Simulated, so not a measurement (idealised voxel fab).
This section sets out a process module, namely voxel self aligned contacts.
Xsec cut, 185 nm wide, square cell size 5 nm.
A cross-section in this document is a grid of square cells, and it is written down as bands, the top band listed before the ones below it; a band is made up of one or more rows of cells.
Heights first: top, then bottom, in nm. Then materials, left to right, each with a width in nm. "all across" on a single material: fills the band edge to edge. "air": empty space.
The level at which height equals 0 is the one under which the wafer, as it arrives, is entirely one material. No lower edge exists for the bottom band, which continues downward and is notated as in "0..down".
The notation "30->40" denotes a width that varies across the rows of cells in the band, beginning at the first number in the top row, finishing at the second number in the bottom row, and changing by an identical amount from each row to the next.
"everything unchanged", as given for a step, is the statement that not any cell of the cross-section underwent a change during that step.
Entry "Enclosed cavities". Content: empty spaces with no open connection to the top, size 8 cells or greater. Each: width x height at distance. Distance: from left edge. Unit: nm.
On a step's line, text after the settings is the simulator commenting on that step.
"overlay nm" denotes, for a step that has a mask, the displacement of the mask to the right of its planned place, with negative values corresponding to the left.
[Planned step list for the process]
step 1: RECEIVE,material Si
step 2: CONFORMAL_DEP,material SiO2,thk nm 5
step 3: DIRECTIONAL_DEP,material polySi,thk nm 25
step 4: DIRECTIONAL_DEP,material SiN,thk nm 20
step 5: MASKED_ETCH,tone cover,mask id GATE,width nm 25,pitch nm 55,etch materials SiN,depth nm 20,overlay nm 0
step 6: MASKED_ETCH,tone cover,mask id GATE,width nm 25,pitch nm 55,etch materials polySi,depth nm 25,overlay nm 0
step 7: CONFORMAL_DEP,material SiN,thk nm 5
step 8: DIRECTIONAL_ETCH,etch materials SiN,depth nm 5
step 9: FILL_DEP,material SiO2,thk nm 15
step 10: CMP,height nm 60
step 11: DIRECTIONAL_DEP,material aC,thk nm 15
step 12: PATTERN,tone open,mask id CONTACT,material resist,width nm 40,thk nm 35,overlay nm 0
step 13: DIRECTIONAL_ETCH,etch materials aC,depth nm 15
step 14: STRIP,etch materials resist
step 15: DIRECTIONAL_ETCH,etch materials SiO2,depth nm 60
step 16: STRIP,etch materials aC
step 17: CONFORMAL_DEP,material TiN,thk nm 5
step 18: FILL_DEP,material Ru,thk nm 10
step 19: CMP,height nm 50
step 20: CONFORMAL_DEP,material SiCN,thk nm 5
Every wafer here starts from the same state; it is the step 19 height nm that distinguishes them, and the value the plan gives belongs to the first wafer.
[Received wafers, first of several: cross-section after step 1]
	0..down = Si all across
	Enclosed cavities: none
[Tabulated below, wafer by wafer, are the end-of-module results: for each material, the number of cells gained (+) or lost (-) relative to the as-received state, followed by the closed voids]
height nm 50, +18 Ru, +37 SiCN, +76 SiN, +204 SiO2, +22 TiN, +50 polySi, Enclosed cavities: none
height nm 55, +20 Ru, +37 SiCN, +76 SiN, +233 SiO2, +28 TiN, +50 polySi, Enclosed cavities: none
height nm 60, +26 Ru, +37 SiCN, +76 SiN, +262 SiO2, +30 TiN, +50 polySi, Enclosed cavities: none
height nm 65, +32 Ru, +37 SiCN, +76 SiN, +262 SiO2, +61 TiN, +50 polySi, Enclosed cavities: none
height nm 70, +69 Ru, +37 SiCN, +76 SiN, +262 SiO2, +61 TiN, +50 polySi, Enclosed cavities: none
height nm 75, +106 Ru, +37 SiCN, +76 SiN, +262 SiO2, +61 TiN, +50 polySi, Enclosed cavities: none
